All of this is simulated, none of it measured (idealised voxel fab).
process module | voxel ribs on slabs
cross-section cut | 270 nm wide | cells 5 nm
A cross-section is a grid of square cells, given in bands from the top down. A band is one or more rows of cells.
Each band's line starts with the height of the band's top and of its bottom, in nm. Then come its materials from left to right, each with its width in nm. One material with "throughout" fills the band from edge to edge. "air" is empty space.
Height 0 is the level under which the wafer as received is all one material. The lowest band goes on downwards, as in "0 down".
A width such as "30 to 40" changes by the same amount from each row of cells to the next, from the band's top row to its bottom row.
"no change" after a step means that no cell of the cross-section changed.
closed voids: empty space of 8 cells or more with no open way to the top, each as width x height at its distance from the left edge, in nm
after a step's settings: what the simulator itself notes on the step
overlay nm, on a step with a mask: how far to the right of its planned place the mask lay; to the left if negative
plan
1 op RECEIVE | material Si
2 op DIRECTIONAL_DEP | material SiO2 | thk nm 30
3 op DIRECTIONAL_DEP | material SiN | thk nm 20
4 op PATTERN | tone cover | mask id RIB | material resist | width nm 25 | thk nm 20 | overlay nm 0
5 op DIRECTIONAL_ETCH | etch materials SiN | depth nm 15
6 op STRIP | etch materials resist
7 op PATTERN | tone cover | mask id SLAB | material resist | width nm 55 | thk nm 20 | overlay nm 0
8 op DIRECTIONAL_ETCH | etch materials SiN | depth nm 5
9 op STRIP | etch materials resist
10 op FILL_DEP | material SiO2 | thk nm 15
11 op CMP | height nm 60
12 op DIRECTIONAL_DEP | material W | thk nm 10
13 op MASKED_ETCH | tone cover | mask id HEATER | width nm 25 | etch materials W | depth nm 10 | overlay nm 0
14 op CONFORMAL_DEP | material SiN | thk nm 5
varied across the wafers: width nm of step 13. The plan shows the first wafer's value. All wafers start alike
first wafer as received, after step 1
  0 down: Si throughout
  closed voids: none
first wafer at the end, after step 14
  75 to 70: air 115 | SiN 35 | air 120
  70 to 65: air 115 | SiN 5 | W 25 | SiN 5 | air 120
  65 to 60: SiN 120 | W 25 | SiN 125
  60 to 50: SiO2 throughout
  50 to 35: SiO2 120 | SiN 25 | SiO2 125
  35 to 30: SiO2 105 | SiN 55 | SiO2 110
  30 to 0: SiO2 throughout
  0 down: Si throughout
  closed voids: none
last wafer at the end
  75 to 70: air 105 | SiN 60 | air 105
  70 to 65: air 105 | SiN 5 | W 50 | SiN 5 | air 105
  65 to 60: SiN 110 | W 50 | SiN 110
  60 to 50: SiO2 throughout
  50 to 35: SiO2 120 | SiN 25 | SiO2 125
  35 to 30: SiO2 105 | SiN 55 | SiO2 110
  30 to 0: SiO2 throughout
  0 down: Si throughout
  closed voids: none
each wafer at the end: cells of each material gained (+) or lost (-) since it was received, then its closed voids
width nm 25 | +84 SiN | +622 SiO2 | +10 W | closed voids: none
width nm 30 | +84 SiN | +622 SiO2 | +12 W | closed voids: none
width nm 35 | +84 SiN | +622 SiO2 | +14 W | closed voids: none
width nm 40 | +84 SiN | +622 SiO2 | +16 W | closed voids: none
width nm 45 | +84 SiN | +622 SiO2 | +18 W | closed voids: none
width nm 50 | +84 SiN | +622 SiO2 | +20 W | closed voids: none
